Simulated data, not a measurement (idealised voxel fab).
Process module under the name voxel trench capacitor
We display cut, a cross-section 200 nm in width whose square cells are each 5 nm.
Think of the cross-section as a grid of square cells. We describe it in bands, top to bottom, and each band covers one or more rows of those cells.
Top height, bottom height, nm. Materials left to right, width each, nm. Single material + "all across" = fills band edge to edge. "empty" = empty.
Basically, 0 is our baseline, since under it the wafer straight out of the box is all one material. The bottom band has no lower end and keeps on going down, so it looks like "0 down".
Top row gets the first number, bottom row gets the second, and each row in between changes by the same step: that is how a band width like "30..40" works.
Step marked "nothing was modified"? Then no cell in the cross-section changed in it.
In "Completely enclosed voids" the enclosed voids are listed, meaning empty spaces of 8 cells or larger without any opening to the top. The form is width x height at distance, distance from the left edge, units nm.
Anything after a step's settings on that line? It's the simulator's own note about the step.
overlay nm: for a step with a mask, the amount by which the mask lay right of where it was planned; a negative amount means left of it.

SO HERE'S THE LINEUP OF PROCESS STEPS WE PLANNED
1: RECEIVE: material Si
2: CONFORMAL_DEP: material SiN, thk nm 10
3: DIRECTIONAL_DEP: material aC, thk nm 10
4: PATTERN: tone open, mask id TRENCH, material resist, width nm 25, pitch nm 45, thk nm 30, overlay nm 0
5: DIRECTIONAL_ETCH: etch materials aC, depth nm 10
6: STRIP: etch materials resist
7: DIRECTIONAL_ETCH: etch materials SiN, depth nm 10
8: DIRECTIONAL_ETCH: etch materials Si, depth nm 35
9: STRIP: etch materials aC
10: CONFORMAL_DEP: material SiO2, thk nm 5
11: FILL_DEP: material polySi, thk nm 10
12: CMP: height nm 10

INCOMING WAFER, CROSS-SECTIONAL VIEW, POST STEP 1
  0 down  Si all across
  Completely enclosed voids: none

WAFER AT MODULE END, IN SECTION. BEGAN AS ABOVE, PLANNED AS ABOVE, RUN WITH ONE MISTAKE
  10 to 0  SiN 15; SiO2 5; polySi 15; SiO2 5; SiN 20; SiO2 5; polySi 15; SiO2 5; SiN 20; SiO2 5; polySi 15; SiO2 5; SiN 20; SiO2 5; polySi 15; SiO2 5; SiN 25
  0 to -30  Si 15; SiO2 5; polySi 15; SiO2 5; Si 20; SiO2 5; polySi 15; SiO2 5; Si 20; SiO2 5; polySi 15; SiO2 5; Si 20; SiO2 5; polySi 15; SiO2 5; Si 25
  -30 to -35  Si 15; SiO2 25; Si 20; SiO2 25; Si 20; SiO2 25; Si 20; SiO2 25; Si 25
  -35 down  Si all across
  Completely enclosed voids: none
The mistake made against the process plan was this: in deviation from the planned setting, step 4 was conducted as PATTERN: tone open, mask id TRENCH, material resist, width nm 25, pitch nm 45, thk nm 30, overlay nm -5
